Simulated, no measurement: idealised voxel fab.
Process module, titled voxel quadruple lines
The figure presents cross-section cut, which has a width of 215 nm and is divided into square cells with an edge length of 5 nm.
In this document a cross-section is written as a grid of square cells. It is given as a series of bands, listed from the top down, and a band is one or more rows of cells. First you get the band's top height and its bottom height, in nm, and then the materials it's made of, left to right, with each width in nm. If you see a single material with "edge to edge", that one covers the band edge to edge. "blank" is empty space. Height reference: 0 = level under which incoming wafer is all one material. Lowest band: no bottom, runs on downward, e.g. "top 0, no bottom". The width entry "30..40" should be interpreted row by row: the top row of cells in the band takes the first number, the bottom row takes the second number, and the change between adjacent rows is uniform throughout. "nothing altered" -> step changed no cross-section cell. Each empty space that has no open way to the top and spans at least 8 cells appears under "Voids, fully enclosed" as width x height at distance, the distance counted from the left edge, all in nm. That trailing text on a step's line, after the settings, is the simulator's own remark on the step. Among the settings permitted on a step's line is "overlay nm"; applied to a step with a mask, it specifies the extent to which the mask lay to the right of its planned position, whereas a negative figure signifies a position to the left.
[So here's the lineup of process steps we planned]
1. RECEIVE | material Si
2. CONFORMAL_DEP | material SiO2 | thk nm 10
3. DIRECTIONAL_DEP | material Ru | thk nm 15
4. DIRECTIONAL_DEP | material polySi | thk nm 20
5. DIRECTIONAL_DEP | material aC | thk nm 25
6. PATTERN | tone cover | mask id MANDREL | material resist | width nm 15 | pitch nm 60 | thk nm 35 | overlay nm 0
7. DIRECTIONAL_ETCH | etch materials aC | depth nm 25
8. STRIP | etch materials resist
9. CONFORMAL_DEP | material SiO2 | thk nm 10
10. DIRECTIONAL_ETCH | etch materials SiO2 | depth nm 10
11. STRIP | etch materials aC
12. DIRECTIONAL_ETCH | etch materials polySi | depth nm 20
13. STRIP | etch materials SiO2
14. CONFORMAL_DEP | material SiN | thk nm 5
15. DIRECTIONAL_ETCH | etch materials SiN | depth nm 5
16. STRIP | etch materials polySi
17. DIRECTIONAL_ETCH | etch materials Ru | depth nm 15
18. STRIP | etch materials SiN
varied across the wafers: width nm of step 6. The plan shows the first wafer's value. All wafers start alike
[Incoming state of the first of several wafers in cross-section: after step 1]
  top 0, no bottom = Si edge to edge
  Voids, fully enclosed: none
[Row per wafer, end-of-module: cell gain (+)/loss (-) by material since the wafer came in, then closed voids]
width nm 15 | +24 Ru | +86 SiO2 | Voids, fully enclosed: none
width nm 20 | +24 Ru | +86 SiO2 | Voids, fully enclosed: none
width nm 25 | +24 Ru | +86 SiO2 | Voids, fully enclosed: none
width nm 30 | +24 Ru | +86 SiO2 | Voids, fully enclosed: none
width nm 35 | +21 Ru | +86 SiO2 | Voids, fully enclosed: none
